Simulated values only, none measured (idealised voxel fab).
process module | voxel self aligned vias
cross-section cut | 250 nm wide | cells 5 nm
A cross-section is a grid of square cells, given in bands from the top down. A band is one or more rows of cells.
Each band's line starts with the height of the band's top and of its bottom, in nm. Then come its materials from left to right, each with its width in nm. One material with "throughout" fills the band from edge to edge. "air" is empty space.
Height 0 is the level under which the wafer as received is all one material. The lowest band goes on downwards, as in "0 down".
A width such as "30 to 40" changes by the same amount from each row of cells to the next, from the band's top row to its bottom row.
"no change" after a step means that no cell of the cross-section changed.
closed voids: empty space of 8 cells or more with no open way to the top, each as width x height at its distance from the left edge, in nm
after a step's settings: what the simulator itself notes on the step
overlay nm, on a step with a mask: how far to the right of its planned place the mask lay; to the left if negative
plan
1 op RECEIVE | material Si
2 op CONFORMAL_DEP | material SiO2 | thk nm 15
3 op CONFORMAL_DEP | material SiCN | thk nm 5
4 op DIRECTIONAL_DEP | material lowk | thk nm 25
5 op PATTERN | tone open | mask id LINES | material resist | width nm 15 | pitch nm 55 | thk nm 20 | overlay nm 0
6 op DIRECTIONAL_ETCH | etch materials lowk | depth nm 25
7 op STRIP | etch materials resist
8 op CONFORMAL_DEP | material TiN | thk nm 5
9 op FILL_DEP | material W | thk nm 5
10 op CMP | height nm 45
11 op SELECTIVE_ETCH | etch materials W Ru TiN | depth nm 5
12 op FILL_DEP | material SiN | thk nm 10
13 op CMP | height nm 45
14 op DIRECTIONAL_DEP | material lowk | thk nm 20
15 op DIRECTIONAL_DEP | material aC | thk nm 10
16 op PATTERN | tone open | mask id VIAS | material resist | width nm 40 | pitch nm 55 | thk nm 25 | overlay nm 0
17 op DIRECTIONAL_ETCH | etch materials aC | depth nm 10
18 op STRIP | etch materials resist
19 op DIRECTIONAL_ETCH | etch materials lowk | depth nm 20
20 op DIRECTIONAL_ETCH | etch materials SiN | depth nm 5
21 op STRIP | etch materials aC
22 op CONFORMAL_DEP | material TiN | thk nm 5
23 op FILL_DEP | material Ru | thk nm 10
24 op CMP | height nm 65
25 op CONFORMAL_DEP | material SiCN | thk nm 5
varied across the wafers: width nm of step 5. The plan shows the first wafer's value. All wafers start alike
first wafer as received, after step 1
  0 down: Si throughout
  closed voids: none
each wafer at the end: cells of each material gained (+) or lost (-) since it was received, then its closed voids
width nm 15 | +57 Ru | +100 SiCN | +150 SiO2 | +75 TiN | +9 W | +309 lowk | closed voids: none
width nm 20 | +60 Ru | +100 SiCN | +150 SiO2 | +78 TiN | +18 W | +294 lowk | closed voids: none
width nm 25 | +63 Ru | +100 SiCN | +150 SiO2 | +81 TiN | +27 W | +279 lowk | closed voids: none
width nm 30 | +66 Ru | +100 SiCN | +150 SiO2 | +84 TiN | +36 W | +264 lowk | closed voids: none
width nm 35 | +69 Ru | +100 SiCN | +150 SiO2 | +87 TiN | +45 W | +249 lowk | closed voids: none
